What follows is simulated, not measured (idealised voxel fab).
Proc. module: voxel fin reveal
Cross-section cut spans 215 nm and uses square cells 5 nm in size.
Cross-section spec: square-cell grid; bands listed top down; each band is one or more rows. It is stipulated that each band's entry specify, in nanometres, the height of the top of the band and then that of its bottom, followed by the materials of the band in left-to-right sequence, each together with its width in nanometres. A single material marked by the word "edge to edge" is understood to fill the band from edge to edge; the word "empty" is understood to denote empty space. Heights are measured from 0, the level below which the as-received wafer is all one material; the lowest band has no bottom and continues downward, written as in "0 and below". Top row gets the first number, bottom row gets the second, and each row in between changes by the same step: that is how a band width like "30->40" works. Given "remains unaltered" for a step, no cell of the cross-section differs between before and after that step. If an empty space has no open way to the top and is at least 8 cells in size, "Internal closed voids" lists it, written width x height at distance, where distance is measured from the left edge and every value is in nm. Step line, after settings: the simulator's comment on this step. overlay nm: on a step with a mask, how far right of its planned place the mask lay; negative means left. What follows is a series of pairs. Each pair shows a cross-section before one process step and the cross-section after it, and the after view is drawn only down to the lowest band that changed. Beneath each pair is the step that lies between the two, with its settings. Pairs may come from different runs of this module on the same starting wafer, so a pair continues from the one above it only where its entry headed "Prior to step" says so.

-- Prior to step
- 0 and below | Si edge to edge
- Internal closed voids: none

-- Resulting Structure
- 10 down to 0 | SiN edge to edge
- At heights below 0, the structure remains unaltered.
- Internal closed voids: none
So what happened between those two cross-sections up there? CONFORMAL_DEP | material SiN | thk nm 10

Prior to step: it's just the after picture from the pair right above this one.

-- Resulting Structure
- 10 down to 0 | empty (75); SiN (15); empty (30); SiN (15); empty (80)
- At heights below 0, the structure remains unaltered.
- Internal closed voids: none
So what happened between those two cross-sections up there? MASKED_ETCH | tone cover | mask id FINS | width nm 15 | pitch nm 45 | etch materials SiN | depth nm 10 | overlay nm 0

Prior to step: it's just the after picture from the pair right above this one.

-- Resulting Structure
- 10 down to 0 | empty (75); SiN (15); empty (30); SiN (15); empty (80)
- 0 down to -30 | empty (75); Si (15); empty (30); Si (15); empty (80)
- At heights below -30, the structure remains unaltered.
- Internal closed voids: none
So what happened between those two cross-sections up there? MASKED_ETCH | tone cover | mask id FINS | width nm 15 | pitch nm 45 | etch materials Si | depth nm 30 | overlay nm 0

Prior to step: it's just the after picture from the pair right above this one.

-- Resulting Structure
- 10 down to 0 | empty (75); SiN (15); empty (30); SiN (15); empty (80)
- 0 down to -30 | empty (75); SiO2 (5); Si (5); SiO2 (5); empty (30); SiO2 (5); Si (5); SiO2 (5); empty (80)
- -30 down to -35 | SiO2 (80); Si (5); SiO2 (40); Si (5); SiO2 (85)
- At heights below -35, the structure remains unaltered.
- Internal closed voids: none
So what happened between those two cross-sections up there? OXIDIZE | depth nm 5

Prior to step: it's just the after picture from the pair right above this one.

-- Resulting Structure
- 25 down to 10 | SiO2 edge to edge
- 10 down to 0 | SiO2 (75); SiN (15); SiO2 (30); SiN (15); SiO2 (80)
- 0 down to -35 | SiO2 (80); Si (5); SiO2 (40); Si (5); SiO2 (85)
- At heights below -35, the structure remains unaltered.
- Internal closed voids: none
So what happened between those two cross-sections up there? FILL_DEP | material SiO2 | thk nm 15

Prior to step: it's just the after picture from the pair right above this one.

-- Resulting Structure
- 10 down to 0 | SiO2 (75); SiN (15); SiO2 (30); SiN (15); SiO2 (80)
- At heights below 0, the structure remains unaltered.
- Internal closed voids: none
So what happened between those two cross-sections up there? CMP | height nm 10

Prior to step: it's just the after picture from the pair right above this one.

-- Resulting Structure
- 10 down to 0 | empty (75); SiN (15); empty (30); SiN (15); empty (80)
- 0 down to -10 | empty (80); Si (5); empty (40); Si (5); empty (85)
- At heights below -10, the structure remains unaltered.
- Internal closed voids: none
So what happened between those two cross-sections up there? SELECTIVE_ETCH | etch materials SiO2 | depth nm 20

Prior to step: it's just the after picture from the pair right above this one.

-- Resulting Structure
- 0 down to -10 | empty (80); Si (5); empty (40); Si (5); empty (85)
- At heights below -10, the structure remains unaltered.
- Internal closed voids: none
So what happened between those two cross-sections up there? STRIP | etch materials SiN

-- Prior to step
- 25 down to 10 | SiO2 edge to edge
- 10 down to 0 | SiO2 (75); SiN (15); SiO2 (30); SiN (15); SiO2 (80)
- 0 down to -35 | SiO2 (80); Si (5); SiO2 (40); Si (5); SiO2 (85)
- -35 and below | Si edge to edge
- Internal closed voids: none

-- Resulting Structure
- 10 down to 5 | empty (75); SiN (15); empty (30); SiN (15); empty (80)
- At heights below 5, the structure remains unaltered.
- Internal closed voids: none
So what happened between those two cross-sections up there? SELECTIVE_ETCH | etch materials SiO2 | depth nm 20

Prior to step: it's just the after picture from the pair right above this one.

-- Resulting Structure
- 5 down to 0 | SiO2 (75); empty (15); SiO2 (30); empty (15); SiO2 (80)
- At heights below 0, the structure remains unaltered.
- Internal closed voids: none
So what happened between those two cross-sections up there? STRIP | etch materials SiN

-- Prior to step
- 10 down to 0 | empty (75); SiN (15); empty (30); SiN (15); empty (80)
- 0 down to -30 | empty (75); Si (15); empty (30); Si (15); empty (80)
- -30 and below | Si edge to edge
- Internal closed voids: none

-- Resulting Structure
- 10 down to 0 | empty (75); SiN (15); empty (30); SiN (15); empty (80)
- 0 down to -60 | empty (75); Si (15); empty (30); Si (15); empty (80)
- At heights below -60, the structure remains unaltered.
- Internal closed voids: none
So what happened between those two cross-sections up there? MASKED_ETCH | tone cover | mask id FINS | width nm 15 | pitch nm 45 | etch materials Si | depth nm 30 | overlay nm 0

Prior to step: it's just the after picture from the pair right above this one.

-- Resulting Structure
- 10 down to 0 | empty (75); SiN (15); empty (30); SiN (15); empty (80)
- 0 down to -60 | empty (75); SiO2 (5); Si (5); SiO2 (5); empty (30); SiO2 (5); Si (5); SiO2 (5); empty (80)
- -60 down to -65 | SiO2 (80); Si (5); SiO2 (40); Si (5); SiO2 (85)
- At heights below -65, the structure remains unaltered.
- Internal closed voids: none
So what happened between those two cross-sections up there? OXIDIZE | depth nm 5

Prior to step: it's just the after picture from the pair right above this one.

-- Resulting Structure
- 25 down to 10 | SiO2 edge to edge
- 10 down to 0 | SiO2 (75); SiN (15); SiO2 (30); SiN (15); SiO2 (80)
- 0 down to -65 | SiO2 (80); Si (5); SiO2 (40); Si (5); SiO2 (85)
- At heights below -65, the structure remains unaltered.
- Internal closed voids: none
So what happened between those two cross-sections up there? FILL_DEP | material SiO2 | thk nm 15

Prior to step: it's just the after picture from the pair right above this one.

-- Resulting Structure
- 10 down to 0 | SiO2 (75); SiN (15); SiO2 (30); SiN (15); SiO2 (80)
- At heights below 0, the structure remains unaltered.
- Internal closed voids: none
So what happened between those two cross-sections up there? CMP | height nm 10

Prior to step: it's just the after picture from the pair right above this one.

-- Resulting Structure
- 10 down to 0 | empty (75); SiN (15); empty (30); SiN (15); empty (80)
- 0 down to -10 | empty (80); Si (5); empty (40); Si (5); empty (85)
- At heights below -10, the structure remains unaltered.
- Internal closed voids: none
So what happened between those two cross-sections up there? SELECTIVE_ETCH | etch materials SiO2 | depth nm 20

Prior to step: it's just the after picture from the pair right above this one.

-- Resulting Structure
- 0 down to -10 | empty (80); Si (5); empty (40); Si (5); empty (85)
- At heights below -10, the structure remains unaltered.
- Internal closed voids: none
So what happened between those two cross-sections up there? STRIP | etch materials SiN

-- Prior to step
- 10 down to 0 | SiO2 (75); SiN (15); SiO2 (30); SiN (15); SiO2 (80)
- 0 down to -35 | SiO2 (80); Si (5); SiO2 (40); Si (5); SiO2 (85)
- -35 and below | Si edge to edge
- Internal closed voids: none

-- Resulting Structure
- 10 down to 0 | SiO2 (75); empty (15); SiO2 (30); empty (15); SiO2 (80)
- At heights below 0, the structure remains unaltered.
- Internal closed voids: none
So what happened between those two cross-sections up there? STRIP | etch materials SiN

Prior to step: it's just the after picture from the pair right above this one.

-- Resulting Structure
- 0 down to -10 | empty (80); Si (5); empty (40); Si (5); empty (85)
- -10 down to -20 | SiO2 (55); empty (25); Si (5); empty (40); Si (5); empty (25); SiO2 (60)
- At heights below -20, the structure remains unaltered.
- Internal closed voids: none
So what happened between those two cross-sections up there? SELECTIVE_ETCH | etch materials SiO2 | depth nm 20

-- Prior to step
- 10 down to 0 | empty (75); SiN (15); empty (30); SiN (15); empty (80)
- 0 and below | Si edge to edge
- Internal closed voids: none

-- Resulting Structure
- 10 down to 0 | empty (75); SiN (15); empty (30); SiN (15); empty (80)
- 0 down to -20 | empty (75); Si (15); empty (30); Si (15); empty (80)
- At heights below -20, the structure remains unaltered.
- Internal closed voids: none
So what happened between those two cross-sections up there? MASKED_ETCH | tone cover | mask id FINS | width nm 15 | pitch nm 45 | etch materials Si | depth nm 20 | overlay nm 0

Prior to step: it's just the after picture from the pair right above this one.

-- Resulting Structure
- 10 down to 0 | empty (75); SiN (15); empty (30); SiN (15); empty (80)
- 0 down to -20 | empty (75); SiO2 (5); Si (5); SiO2 (5); empty (30); SiO2 (5); Si (5); SiO2 (5); empty (80)
- -20 down to -25 | SiO2 (80); Si (5); SiO2 (40); Si (5); SiO2 (85)
- At heights below -25, the structure remains unaltered.
- Internal closed voids: none
So what happened between those two cross-sections up there? OXIDIZE | depth nm 5

Prior to step: it's just the after picture from the pair right above this one.

-- Resulting Structure
- 25 down to 10 | SiO2 edge to edge
- 10 down to 0 | SiO2 (75); SiN (15); SiO2 (30); SiN (15); SiO2 (80)
- 0 down to -25 | SiO2 (80); Si (5); SiO2 (40); Si (5); SiO2 (85)
- At heights below -25, the structure remains unaltered.
- Internal closed voids: none
So what happened between those two cross-sections up there? FILL_DEP | material SiO2 | thk nm 15

Prior to step: it's just the after picture from the pair right above this one.

-- Resulting Structure
- 10 down to 0 | SiO2 (75); SiN (15); SiO2 (30); SiN (15); SiO2 (80)
- At heights below 0, the structure remains unaltered.
- Internal closed voids: none
So what happened between those two cross-sections up there? CMP | height nm 10

Prior to step: it's just the after picture from the pair right above this one.

-- Resulting Structure
- 10 down to 0 | empty (75); SiN (15); empty (30); SiN (15); empty (80)
- 0 down to -10 | empty (80); Si (5); empty (40); Si (5); empty (85)
- At heights below -10, the structure remains unaltered.
- Internal closed voids: none
So what happened between those two cross-sections up there? SELECTIVE_ETCH | etch materials SiO2 | depth nm 20

Prior to step: it's just the after picture from the pair right above this one.

-- Resulting Structure
- 0 down to -10 | empty (80); Si (5); empty (40); Si (5); empty (85)
- At heights below -10, the structure remains unaltered.
- Internal closed voids: none
So what happened between those two cross-sections up there? STRIP | etch materials SiN

-- Prior to step
- 10 down to 0 | SiN edge to edge
- 0 and below | Si edge to edge
- Internal closed voids: none

-- Resulting Structure
- 10 down to 0 | empty (70); SiN (25); empty (20); SiN (25); empty (75)
- At heights below 0, the structure remains unaltered.
- Internal closed voids: none
So what happened between those two cross-sections up there? MASKED_ETCH | tone cover | mask id FINS | width nm 25 | pitch nm 45 | etch materials SiN | depth nm 10 | overlay nm 0

Prior to step: it's just the after picture from the pair right above this one.

-- Resulting Structure
- 10 down to 0 | empty (70); SiN (25); empty (20); SiN (25); empty (75)
- 0 down to -30 | empty (70); Si (25); empty (20); Si (25); empty (75)
- At heights below -30, the structure remains unaltered.
- Internal closed voids: none
So what happened between those two cross-sections up there? MASKED_ETCH | tone cover | mask id FINS | width nm 15 | pitch nm 45 | etch materials Si | depth nm 30 | overlay nm 0

Prior to step: it's just the after picture from the pair right above this one.

-- Resulting Structure
- 10 down to 0 | empty (70); SiN (25); empty (20); SiN (25); empty (75)
- 0 down to -30 | empty (70); SiO2 (5); Si (15); SiO2 (5); empty (20); SiO2 (5); Si (15); SiO2 (5); empty (75)
- -30 down to -35 | SiO2 (75); Si (15); SiO2 (30); Si (15); SiO2 (80)
- At heights below -35, the structure remains unaltered.
- Internal closed voids: none
So what happened between those two cross-sections up there? OXIDIZE | depth nm 5

Prior to step: it's just the after picture from the pair right above this one.

-- Resulting Structure
- 25 down to 10 | SiO2 edge to edge
- 10 down to 0 | SiO2 (70); SiN (25); SiO2 (20); SiN (25); SiO2 (75)
- 0 down to -35 | SiO2 (75); Si (15); SiO2 (30); Si (15); SiO2 (80)
- At heights below -35, the structure remains unaltered.
- Internal closed voids: none
So what happened between those two cross-sections up there? FILL_DEP | material SiO2 | thk nm 15

Prior to step: it's just the after picture from the pair right above this one.

-- Resulting Structure
- 10 down to 0 | SiO2 (70); SiN (25); SiO2 (20); SiN (25); SiO2 (75)
- At heights below 0, the structure remains unaltered.
- Internal closed voids: none
So what happened between those two cross-sections up there? CMP | height nm 10

Prior to step: it's just the after picture from the pair right above this one.

-- Resulting Structure
- 10 down to 0 | empty (70); SiN (25); empty (20); SiN (25); empty (75)
- 0 down to -10 | empty (75); Si (15); empty (30); Si (15); empty (80)
- At heights below -10, the structure remains unaltered.
- Internal closed voids: none
So what happened between those two cross-sections up there? SELECTIVE_ETCH | etch materials SiO2 | depth nm 20

Prior to step: it's just the after picture from the pair right above this one.

-- Resulting Structure
- 0 down to -10 | empty (75); Si (15); empty (30); Si (15); empty (80)
- At heights below -10, the structure remains unaltered.
- Internal closed voids: none
So what happened between those two cross-sections up there? STRIP | etch materials SiN

-- Prior to step
- 10 down to 0 | empty (75); SiN (15); empty (30); SiN (15); empty (80)
- 0 and below | Si edge to edge
- Internal closed voids: none

-- Resulting Structure
- 10 down to 0 | empty (75); SiN (15); empty (30); SiN (15); empty (80)
- 0 down to -30 | empty (65); Si (25); empty (20); Si (25); empty (80)
- At heights below -30, the structure remains unaltered.
- Internal closed voids: none
So what happened between those two cross-sections up there? MASKED_ETCH | tone cover | mask id FINS | width nm 15 | pitch nm 45 | etch materials Si | depth nm 30 | overlay nm -10

Prior to step: it's just the after picture from the pair right above this one.

-- Resulting Structure
- 10 down to 0 | empty (75); SiN (15); empty (30); SiN (15); empty (80)
- 0 down to -5 | empty (65); SiO2 (15); Si (5); SiO2 (5); empty (20); SiO2 (15); Si (5); SiO2 (5); empty (80)
- -5 down to -30 | empty (65); SiO2 (5); Si (15); SiO2 (5); empty (20); SiO2 (5); Si (15); SiO2 (5); empty (80)
- -30 down to -35 | SiO2 (70); Si (15); SiO2 (30); Si (15); SiO2 (85)
- At heights below -35, the structure remains unaltered.
- Internal closed voids: none
So what happened between those two cross-sections up there? OXIDIZE | depth nm 5

Prior to step: it's just the after picture from the pair right above this one.

-- Resulting Structure
- 25 down to 10 | SiO2 edge to edge
- 10 down to 0 | SiO2 (75); SiN (15); SiO2 (30); SiN (15); SiO2 (80)
- 0 down to -5 | SiO2 (80); Si (5); SiO2 (40); Si (5); SiO2 (85)
- -5 down to -35 | SiO2 (70); Si (15); SiO2 (30); Si (15); SiO2 (85)
- At heights below -35, the structure remains unaltered.
- Internal closed voids: none
So what happened between those two cross-sections up there? FILL_DEP | material SiO2 | thk nm 15

Prior to step: it's just the after picture from the pair right above this one.

-- Resulting Structure
- 10 down to 0 | SiO2 (75); SiN (15); SiO2 (30); SiN (15); SiO2 (80)
- At heights below 0, the structure remains unaltered.
- Internal closed voids: none
So what happened between those two cross-sections up there? CMP | height nm 10

Prior to step: it's just the after picture from the pair right above this one.

-- Resulting Structure
- 10 down to 0 | empty (75); SiN (15); empty (30); SiN (15); empty (80)
- 0 down to -10 | empty (80->70); Si (5->15); empty (40->30); Si (5->15); empty (85)
- At heights below -10, the structure remains unaltered.
- Internal closed voids: none
So what happened between those two cross-sections up there? SELECTIVE_ETCH | etch materials SiO2 | depth nm 20

Prior to step: it's just the after picture from the pair right above this one.

-- Resulting Structure
- 0 down to -10 | empty (80->70); Si (5->15); empty (40->30); Si (5->15); empty (85)
- At heights below -10, the structure remains unaltered.
- Internal closed voids: none
So what happened between those two cross-sections up there? STRIP | etch materials SiN

-- Prior to step
- 10 down to 0 | empty (75); SiN (15); empty (30); SiN (15); empty (80)
- 0 down to -10 | empty (80); Si (5); empty (40); Si (5); empty (85)
- -10 down to -35 | SiO2 (80); Si (5); SiO2 (40); Si (5); SiO2 (85)
- -35 and below | Si edge to edge
- Internal closed voids: none

-- Resulting Structure
- 10 down to 0 | empty (75); SiN (15); empty (30); SiN (15); empty (80)
- 0 down to -35 | empty (80); Si (5); empty (40); Si (5); empty (85)
- At heights below -35, the structure remains unaltered.
- Internal closed voids: none
So what happened between those two cross-sections up there? STRIP | etch materials SiO2

-- Prior to step
- 10 down to 0 | SiN edge to edge
- 0 and below | Si edge to edge
- Internal closed voids: none

-- Resulting Structure
- 10 down to 0 | SiN (75); empty (15); SiN (30); empty (15); SiN (80)
- At heights below 0, the structure remains unaltered.
- Internal closed voids: none
So what happened between those two cross-sections up there? MASKED_ETCH | tone open | mask id FINS | width nm 15 | pitch nm 45 | etch materials SiN | depth nm 10 | overlay nm 0

Prior to step: it's just the after picture from the pair right above this one.

-- Resulting Structure
- 10 down to 0 | SiN (75); empty (15); SiN (30); empty (15); SiN (80)
- 0 down to -5 | Si (70); SiO2 (25); Si (20); SiO2 (25); Si (75)
- At heights below -5, the structure remains unaltered.
- Internal closed voids: none
So what happened between those two cross-sections up there? OXIDIZE | depth nm 5

Prior to step: it's just the after picture from the pair right above this one.

-- Resulting Structure
- 25 down to 10 | SiO2 edge to edge
- 10 down to 0 | SiN (75); SiO2 (15); SiN (30); SiO2 (15); SiN (80)
- At heights below 0, the structure remains unaltered.
- Internal closed voids: none
So what happened between those two cross-sections up there? FILL_DEP | material SiO2 | thk nm 15

Prior to step: it's just the after picture from the pair right above this one.

-- Resulting Structure
- 10 down to 0 | SiN (75); SiO2 (15); SiN (30); SiO2 (15); SiN (80)
- At heights below 0, the structure remains unaltered.
- Internal closed voids: none
So what happened between those two cross-sections up there? CMP | height nm 10

Prior to step: it's just the after picture from the pair right above this one.

-- Resulting Structure
- 10 down to 0 | SiN (75); empty (15); SiN (30); empty (15); SiN (80)
- 0 down to -5 | Si (70); empty (25); Si (20); empty (25); Si (75)
- At heights below -5, the structure remains unaltered.
- Internal closed voids: none
So what happened between those two cross-sections up there? SELECTIVE_ETCH | etch materials SiO2 | depth nm 20

Prior to step: it's just the after picture from the pair right above this one.

-- Resulting Structure
- 0 down to -5 | Si (70); empty (25); Si (20); empty (25); Si (75)
- At heights below -5, the structure remains unaltered.
- Internal closed voids: none
So what happened between those two cross-sections up there? STRIP | etch materials SiN
